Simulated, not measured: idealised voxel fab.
The process module presented herein is designated voxel local oxidation.
The cross-section on display is named cut; it measures 265 nm wide, and its cells are 5 nm squares.
Square cells in a grid make up a cross-section in this document, and the grid is given as bands, listed from the top down, each one or more rows of cells.
Within each band entry, the heights of the top and of the bottom of the band appear first, in that order and in nm; the materials of the band then follow from left to right, each with its corresponding width in nm. The designation "edge to edge" on a single material indicates that it fills the band from edge to edge; the designation "empty" indicates empty space.
Heights from 0 (as-received wafer is one material below). Bottom band endless downward, as "from 0 down".
A width given as "30->40" starts at the first number in the band's top row and ends at the second number in its bottom row, shifting by an equal amount at every step from row to row.
It should be understood that the words "all unchanged", when stated for a given step, signify that the cross-section underwent no change in any of its cells during that step.
Closed cavity list: empty space of 8 cells or more with no open way to the top, each as width x height at its distance from the left edge, in nm
That trailing text on a step's line, after the settings, is the simulator's own remark on the step.
If you see "overlay nm" on a step's line and that step has a mask, it's telling you how far right of where it was planned the mask ended up; a negative number means it went left instead.

# These are the steps we planned for the process
1) RECEIVE,material Si
2) OXIDIZE,depth nm 5
3) CONFORMAL_DEP,material SiN,thk nm 15
4) MASKED_ETCH,tone cover,mask id ACTIVE,width nm 105,pitch nm 125,etch materials SiN,depth nm 15,overlay nm 0
5) SELECTIVE_ETCH,etch materials SiO2,depth nm 5
6) OXIDIZE,depth nm 15
7) STRIP,etch materials SiN

# Wafer at receipt (post step 1), cross-section
from 0 down | Si edge to edge
Closed cavity list: none

# Post-module cross-section of the first of two wafers (run per plan)
from 0 to -5 | empty 20  SiO2 95  empty 30  SiO2 95  empty 25
from -5 to -20 | SiO2 35  Si 65  SiO2 60  Si 65  SiO2 40
from -20 down | Si edge to edge
Closed cavity list: none

# Second wafer of the two, sectioned at the end of the module. It began like the first and followed the same plan, but one mistake was made while running it
from -5 to -20 | SiO2 edge to edge
from -20 down | Si edge to edge
Closed cavity list: none
Plan not followed: plan step 3 skipped
Once processing is complete, comparing cell counts shows that the second wafer has more or fewer of certain materials than the first: 78 fewer of Si; 40 more of SiO2
